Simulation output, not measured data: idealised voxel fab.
Proc. module: voxel tone inversion
The cross-section on display is named cut; it measures 275 nm wide, and its cells are 5 nm squares.
Bands, listed from the top down, are how a cross-section gets written in this document; the cross-section itself is a grid of square cells, and a band is one or more rows of them. Top height, bottom height, nm. Materials left to right, width each, nm. Single material + "edge to edge" = fills band edge to edge. "air" = empty. Zero point of the height axis is 0; under it, received wafer = one material. Lowest band: continues down indefinitely, "z 0 and below". With a width like "30 to 40", each row of cells in the band differs from the next by the same amount, the top row carrying the first number and the bottom row the second. "same as before" -> step changed no cross-section cell. In "Sealed voids" the enclosed voids are listed, meaning empty spaces of 8 cells or larger without any opening to the top. The form is width x height at distance, distance from the left edge, units nm. It should be noted that, on the line of a given step, the content following the step's settings is a remark produced by the simulator itself with respect to that step. On any step carrying a mask, the "overlay nm" setting, if present on the step's line, tells how far right of its planned place the mask lay; negative values point to the left.
Plan
| 1 | RECEIVE | material Si |
| 2 | CONFORMAL_DEP | material SiN | thk nm 10 |
| 3 | DIRECTIONAL_DEP | material polySi | thk nm 20 |
| 4 | PATTERN | tone cover | mask id POSTS | material resist | width nm 25 | pitch nm 40 | thk nm 30 | overlay nm 0 |
| 5 | DIRECTIONAL_ETCH | etch materials polySi | depth nm 20 |
| 6 | STRIP | etch materials resist |
| 7 | FILL_DEP | material lowk | thk nm 5 |
| 8 | CMP | height nm 30 |
| 9 | STRIP | etch materials polySi |
| 10 | CONFORMAL_DEP | material TiN | thk nm 5 |
| 11 | FILL_DEP | material Ru | thk nm 10 |
| 12 | CMP | height nm 30 |
| 13 | CONFORMAL_DEP | material SiN | thk nm 5 |
Wafer at receipt (post step 1), cross-section
> z 0 and below = Si edge to edge
> Sealed voids: none
First of two wafers at the end of the module, shown in cross-section; run carried out as planned
> z 35 to 30 = SiN edge to edge
> z 30 to 15 = lowk (65); TiN (5); Ru (15); TiN (5); lowk (15); TiN (5); Ru (15); TiN (5); lowk (15); TiN (5); Ru (15); TiN (5); lowk (15); TiN (5); Ru (15); TiN (5); lowk (65)
> z 15 to 10 = lowk (65); TiN (25); lowk (15); TiN (25); lowk (15); TiN (25); lowk (15); TiN (25); lowk (65)
> z 10 to 0 = SiN edge to edge
> z 0 and below = Si edge to edge
> Sealed voids: none
Cross-sectional view: second of two wafers, end of module; start and plan identical to the first, one mistake in running
> z 35 to 20 = SiN edge to edge
> z 20 to 0 = polySi edge to edge
> z 0 and below = Si edge to edge
> Sealed voids: none
Deviation noted in wafer processing: ran 2 and 3 in swapped order versus the plan
FYI, end of process, the second wafer has more or fewer cells of some materials than the first: Ru: 36 fewer | TiN: 44 fewer | lowk: 140 fewer | polySi: 220 more
